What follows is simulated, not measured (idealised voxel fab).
Process module, titled voxel capacitor over wiring
For reference, the cross-section in this document is cut, with width 265 nm and square cells of 5 nm.
Each cross-section below is a grid of square cells, stated as bands in top-down order, with one or more rows of cells making up each band. Band: top and bottom heights (nm) first, top before bottom; then materials from left to right, widths in nm. "full width" marks a sole material filling the band edge to edge. "blank" denotes empty space. We count height from 0. Below that, the starting wafer is all one material. The lowest band never ends at the bottom but goes on down; see "z 0 and below" for how that is written. Top row gets the first number, bottom row gets the second, and each row in between changes by the same step: that is how a band width like "30..40" works. The designation "no change occurred", where it is given for a processing step, indicates that no cell of the cross-section was altered in the course of that step. "closed voids" lists enclosed empty spaces (at least 8 cells, no open path upward to the top), each as width x height at distance from the left edge, in nm. Formally, on a step line, whatever follows the settings is a remark that the simulator itself makes on the step. overlay nm: where the mask lay relative to plan, measured to the right, on steps with a mask; negatives go left.

These are the steps we planned for the process:
1 RECEIVE | material Si
2 CONFORMAL_DEP | material SiO2 | thk nm 10
3 DIRECTIONAL_DEP | material TiN | thk nm 5
4 DIRECTIONAL_DEP | material W | thk nm 20
5 PATTERN | tone cover | mask id METAL_1 | material resist | width nm 25 | pitch nm 75 | thk nm 20 | overlay nm 0
6 DIRECTIONAL_ETCH | etch materials W | depth nm 20
7 DIRECTIONAL_ETCH | etch materials TiN | depth nm 5
8 STRIP | etch materials resist
9 FILL_DEP | material lowk | thk nm 10
10 CMP | height nm 35
11 CONFORMAL_DEP | material SiCN | thk nm 5
12 DIRECTIONAL_DEP | material lowk | thk nm 20
13 DIRECTIONAL_DEP | material aC | thk nm 15
14 PATTERN | tone open | mask id PLUG_1 | material resist | width nm 15 | thk nm 30 | overlay nm 0
15 DIRECTIONAL_ETCH | etch materials aC | depth nm 15
16 STRIP | etch materials resist
17 DIRECTIONAL_ETCH | etch materials lowk | depth nm 20
18 DIRECTIONAL_ETCH | etch materials SiCN | depth nm 5
19 STRIP | etch materials aC
20 EPI | material Ru | thk nm 10
21 EPI | material Ru | thk nm 10
22 EPI | material Ru | thk nm 5
23 DIRECTIONAL_DEP | material TiN | thk nm 5
24 DIRECTIONAL_DEP | material SiN | thk nm 5
25 DIRECTIONAL_DEP | material TiN | thk nm 10
26 DIRECTIONAL_DEP | material aC | thk nm 15
27 PATTERN | tone cover | mask id UPPER_PLATE | material resist | width nm 45 | thk nm 30 | overlay nm 0
28 DIRECTIONAL_ETCH | etch materials aC | depth nm 15
29 STRIP | etch materials resist
30 DIRECTIONAL_ETCH | etch materials TiN | depth nm 10
31 DIRECTIONAL_ETCH | etch materials SiN | depth nm 5
32 STRIP | etch materials aC
33 MASKED_ETCH | tone cover | mask id LOWER_PLATE | width nm 65 | etch materials TiN | depth nm 5 | overlay nm 0
34 FILL_DEP | material SiO2 | thk nm 15
35 CMP | height nm 90
36 DIRECTIONAL_DEP | material aC | thk nm 15
37 PATTERN | tone open | mask id PLUG_2 | material resist | width nm 15 | thk nm 30 | overlay nm 0
38 DIRECTIONAL_ETCH | etch materials aC | depth nm 15
39 STRIP | etch materials resist
40 DIRECTIONAL_ETCH | etch materials SiO2 | depth nm 10
41 STRIP | etch materials aC
42 CONFORMAL_DEP | material TiN | thk nm 5
43 FILL_DEP | material W | thk nm 10
44 CMP | height nm 90
45 CONFORMAL_DEP | material SiCN | thk nm 5
For clarity, it should be stated that the wafers under discussion commence in an identical condition and differ with respect to the width nm of step 27, the plan indicating the value that the first wafer had.

First of several wafers (as received, post step 1), cross-sectional view:
	z 0 and below: Si full width
	closed voids: none

The rows of the table below are wafers. Looking at the end of the module, a row counts, for every material, the cells the wafer has gained, shown as (+), or lost, shown as (-), since it was received; its closed voids come next:
width nm 45 | +15 Ru | +103 SiCN | +9 SiN | +378 SiO2 | +46 TiN | +41 W | +415 lowk | closed voids: none
width nm 50 | +15 Ru | +103 SiCN | +10 SiN | +375 SiO2 | +48 TiN | +41 W | +415 lowk | closed voids: none
width nm 55 | +15 Ru | +103 SiCN | +11 SiN | +372 SiO2 | +50 TiN | +41 W | +415 lowk | closed voids: none
width nm 60 | +15 Ru | +103 SiCN | +12 SiN | +369 SiO2 | +52 TiN | +41 W | +415 lowk | closed voids: none
width nm 65 | +15 Ru | +103 SiCN | +13 SiN | +366 SiO2 | +54 TiN | +41 W | +415 lowk | closed voids: none
width nm 70 | +15 Ru | +103 SiCN | +14 SiN | +363 SiO2 | +56 TiN | +41 W | +415 lowk | closed voids: none
